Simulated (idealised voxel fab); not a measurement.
process module | voxel wiring stack
The cross-section shown here is cut; it is 280 nm wide and divided into square cells measuring 5 nm on a side.
Cross-section = grid of square cells, listed top down in bands; band = one or more rows.
Band: top height; bottom height; in nm. Then, left to right: material with width in nm, for each material. "edge to edge": a single material spanning edge to edge. "air": empty space.
Heights are measured from 0, the level below which the as-received wafer is all one material; the lowest band has no bottom and continues downward, written as in "top 0, no bottom".
Top row gets the first number, bottom row gets the second, and each row in between changes by the same step: that is how a band width like "30..40" works.
Step marked "nothing different"? Then no cell in the cross-section changed in it.
Closed empty spaces (no open way to the top) of 8 cells or more are what "Closed-off voids" lists, each as width x height at distance from the left edge, nm for all three.
Post-settings text on a step line: simulator's own remark regarding the step.
"overlay nm" denotes, for a step that has a mask, the displacement of the mask to the right of its planned place, with negative values corresponding to the left.

**Below is the list of planned process steps**
- 1: RECEIVE [material Si]
- 2: CONFORMAL_DEP [material SiO2] [thk nm 10]
- 3: DIRECTIONAL_DEP [material TiN] [thk nm 5]
- 4: DIRECTIONAL_DEP [material Ru] [thk nm 20]
- 5: PATTERN [tone cover] [mask id METAL_1] [material resist] [width nm 20] [pitch nm 40] [thk nm 20] [overlay nm 0]
- 6: DIRECTIONAL_ETCH [etch materials Ru] [depth nm 20]
- 7: DIRECTIONAL_ETCH [etch materials TiN] [depth nm 5]
- 8: STRIP [etch materials resist]
- 9: FILL_DEP [material SiO2] [thk nm 10]
- 10: CMP [height nm 35]
- 11: CONFORMAL_DEP [material SiCN] [thk nm 5]
- 12: DIRECTIONAL_DEP [material lowk] [thk nm 10]
- 13: MASKED_ETCH [tone open] [mask id PLUG_1] [width nm 15] [etch materials lowk] [depth nm 10] [overlay nm 0]
- 14: MASKED_ETCH [tone open] [mask id PLUG_1] [width nm 15] [etch materials SiCN] [depth nm 5] [overlay nm 0]
- 15: CONFORMAL_DEP [material TiN] [thk nm 5]
- 16: FILL_DEP [material Ru] [thk nm 10]
- 17: CMP [height nm 50]
- 18: CONFORMAL_DEP [material SiCN] [thk nm 5]
- 19: DIRECTIONAL_DEP [material SiO2] [thk nm 15]
- 20: MASKED_ETCH [tone open] [mask id METAL_2] [width nm 20] [pitch nm 40] [etch materials SiO2] [depth nm 15] [overlay nm 0]
- 21: MASKED_ETCH [tone open] [mask id METAL_2] [width nm 20] [pitch nm 40] [etch materials SiCN] [depth nm 5] [overlay nm 0]
- 22: CONFORMAL_DEP [material TiN] [thk nm 5]
- 23: FILL_DEP [material Ru] [thk nm 10]
- 24: CMP [height nm 70]
- 25: EPI [material Ru] [thk nm 5]
- 26: FILL_DEP [material SiCN] [thk nm 5]

**Step 1 complete: cross-section of the wafer as received**
> top 0, no bottom | Si edge to edge
> Closed-off voids: none

**As-planned run: cross-section of the first of two wafers at end of module**
> top 80, bottom 75 | SiCN edge to edge
> top 75, bottom 70 | 105 SiCN, then 30 Ru, then 10 SiCN, then 30 Ru, then 105 SiCN
> top 70, bottom 55 | 110 SiO2, then 5 TiN, then 10 Ru, then 5 TiN, then 20 SiO2, then 5 TiN, then 10 Ru, then 5 TiN, then 110 SiO2
> top 55, bottom 50 | 110 SiCN, then 20 TiN, then 20 SiCN, then 20 TiN, then 110 SiCN
> top 50, bottom 40 | 110 lowk, then 5 TiN, then 5 Ru, then 5 TiN, then 155 lowk
> top 40, bottom 35 | 110 SiCN, then 15 TiN, then 155 SiCN
> top 35, bottom 15 | 110 SiO2, then 20 Ru, then 20 SiO2, then 20 Ru, then 110 SiO2
> top 15, bottom 10 | 110 SiO2, then 20 TiN, then 20 SiO2, then 20 TiN, then 110 SiO2
> top 10, bottom 0 | SiO2 edge to edge
> top 0, no bottom | Si edge to edge
> Closed-off voids: none

**Cross-sectional view: second of two wafers, end of module; start and plan identical to the first, one mistake in running**
> top 80, bottom 75 | SiCN edge to edge
> top 75, bottom 70 | 115 Ru, then 10 SiCN, then 30 Ru, then 10 SiCN, then 115 Ru
> top 70, bottom 60 | 105 Ru, then 5 TiN, then 20 SiO2, then 5 TiN, then 10 Ru, then 5 TiN, then 20 SiO2, then 5 TiN, then 105 Ru
> top 60, bottom 55 | 110 TiN, then 20 SiO2, then 20 TiN, then 20 SiO2, then 110 TiN
> top 55, bottom 50 | SiCN edge to edge
> top 50, bottom 40 | 110 lowk, then 5 TiN, then 5 Ru, then 5 TiN, then 155 lowk
> top 40, bottom 35 | 110 SiCN, then 15 TiN, then 155 SiCN
> top 35, bottom 15 | 110 SiO2, then 20 Ru, then 20 SiO2, then 20 Ru, then 110 SiO2
> top 15, bottom 10 | 110 SiO2, then 20 TiN, then 20 SiO2, then 20 TiN, then 110 SiO2
> top 10, bottom 0 | SiO2 edge to edge
> top 0, no bottom | Si edge to edge
> Closed-off voids: none
Short version of what went wrong: step 20 off recipe, ran as MASKED_ETCH [tone cover] [mask id METAL_2] [width nm 20] [pitch nm 40] [etch materials SiO2] [depth nm 15] [overlay nm 0]
In the final state, the cell counts of the second wafer exceed or fall short of those of the first for the following materials: +116 Ru | -32 SiCN | -120 SiO2 | +36 TiN
